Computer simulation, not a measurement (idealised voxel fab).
The following is a process module called voxel gate over fins.
Section shown: cut. Width: 185 nm. Cell size: 5 nm, square.
Cross-section spec: square-cell grid; bands listed top down; each band is one or more rows. Heights first: top, then bottom, in nm. Then materials, left to right, each with a width in nm. "everywhere" on a single material: fills the band edge to edge. "empty": empty space. For the purposes of this specification, 0 denotes the height below which the wafer in its as-received condition is composed wholly of one material, and the lowermost band, lacking a lower limit, extends downward without end, as expressed in "top 0, no bottom". Width "30 to 40": first value at the band's top row of cells, second value at its bottom row, equal change from row to row. It should be understood that the words "no alterations made", when stated for a given step, signify that the cross-section underwent no change in any of its cells during that step. Listed in "Closed internal voids": every empty space of 8 or more cells without an open way to the top. Form: width x height at distance, the distance being from the left edge, all in nm. Step line, after settings: the simulator's comment on this step. Each step line may optionally specify "overlay nm", which for a step with a mask gives the rightward distance between the mask's planned place and where it lay, a negative value indicating the leftward direction.

PLAN
1) op RECEIVE | material Si
2) op CONFORMAL_DEP | material SiN | thk nm 5
3) op DIRECTIONAL_DEP | material aC | thk nm 15
4) op PATTERN | tone cover | mask id FINS | material resist | width nm 15 | pitch nm 35 | thk nm 30 | overlay nm 0
5) op DIRECTIONAL_ETCH | etch materials aC | depth nm 15
6) op STRIP | etch materials resist
7) op DIRECTIONAL_ETCH | etch materials SiN | depth nm 5
8) op DIRECTIONAL_ETCH | etch materials Si | depth nm 30
9) op STRIP | etch materials aC
10) op OXIDIZE | depth nm 5
11) op FILL_DEP | material SiO2 | thk nm 15
12) op CMP | height nm 5
13) op SELECTIVE_ETCH | etch materials SiO2 | depth nm 15
14) op STRIP | etch materials SiN
15) op CONFORMAL_DEP | material HfO2 | thk nm 5
16) op CONFORMAL_DEP | material TiN | thk nm 5
17) op CONFORMAL_DEP | material TiAl | thk nm 5
18) op CONFORMAL_DEP | material TiN | thk nm 5
19) op FILL_DEP | material W | thk nm 10
20) op CMP | height nm 25
21) op CONFORMAL_DEP | material SiCN | thk nm 5

CROSS-SECTION OF THE INCOMING WAFER, STATE AFTER STEP 1
> top 0, no bottom = Si everywhere
> Closed internal voids: none

WAFER CROSS-SECTION AT MODULE END: FIRST OF TWO, RUN TO PLAN
> top 30, bottom 25 = SiCN everywhere
> top 25, bottom 20 = W everywhere
> top 20, bottom 15 = W 15, TiN 150, W 20
> top 15, bottom 10 = W 15, TiN 5, TiAl 140, TiN 5, W 20
> top 10, bottom 5 = TiN 20, TiAl 5, TiN 25, TiAl 10, TiN 25, TiAl 10, TiN 25, TiAl 10, TiN 25, TiAl 5, TiN 25
> top 5, bottom 0 = TiAl 25, TiN 5, HfO2 15, TiN 5, TiAl 10, TiN 5, HfO2 15, TiN 5, TiAl 10, TiN 5, HfO2 15, TiN 5, TiAl 10, TiN 5, HfO2 15, TiN 5, TiAl 30
> top 0, bottom -5 = TiN 30, HfO2 5, Si 5, HfO2 5, TiN 20, HfO2 5, Si 5, HfO2 5, TiN 20, HfO2 5, Si 5, HfO2 5, TiN 20, HfO2 5, Si 5, HfO2 5, TiN 35
> top -5, bottom -10 = HfO2 35, Si 5, HfO2 30, Si 5, HfO2 30, Si 5, HfO2 30, Si 5, HfO2 40
> top -10, bottom -35 = SiO2 35, Si 5, SiO2 30, Si 5, SiO2 30, Si 5, SiO2 30, Si 5, SiO2 40
> top -35, no bottom = Si everywhere
> Closed internal voids: none

SECOND WAFER AT THE END: LIKE START, LIKE PLAN, ONE MISTAKE
> top 30, bottom 25 = SiCN everywhere
> top 25, bottom 15 = W everywhere
> top 15, bottom 5 = W 20, TiN 140, W 25
> top 5, bottom 0 = TiN 30, HfO2 15, TiN 20, HfO2 15, TiN 20, HfO2 15, TiN 20, HfO2 15, TiN 35
> top 0, bottom -5 = TiN 30, HfO2 5, Si 5, HfO2 5, TiN 20, HfO2 5, Si 5, HfO2 5, TiN 20, HfO2 5, Si 5, HfO2 5, TiN 20, HfO2 5, Si 5, HfO2 5, TiN 35
> top -5, bottom -10 = HfO2 35, Si 5, HfO2 30, Si 5, HfO2 30, Si 5, HfO2 30, Si 5, HfO2 40
> top -10, bottom -35 = SiO2 35, Si 5, SiO2 30, Si 5, SiO2 30, Si 5, SiO2 30, Si 5, SiO2 40
> top -35, no bottom = Si everywhere
> Closed internal voids: none
what went wrong: step 17 of the plan was omitted and not executed
Final wafer comparison in cells, second versus first, more or fewer per material: 53 fewer of TiAl, 12 more of TiN, 41 more of W
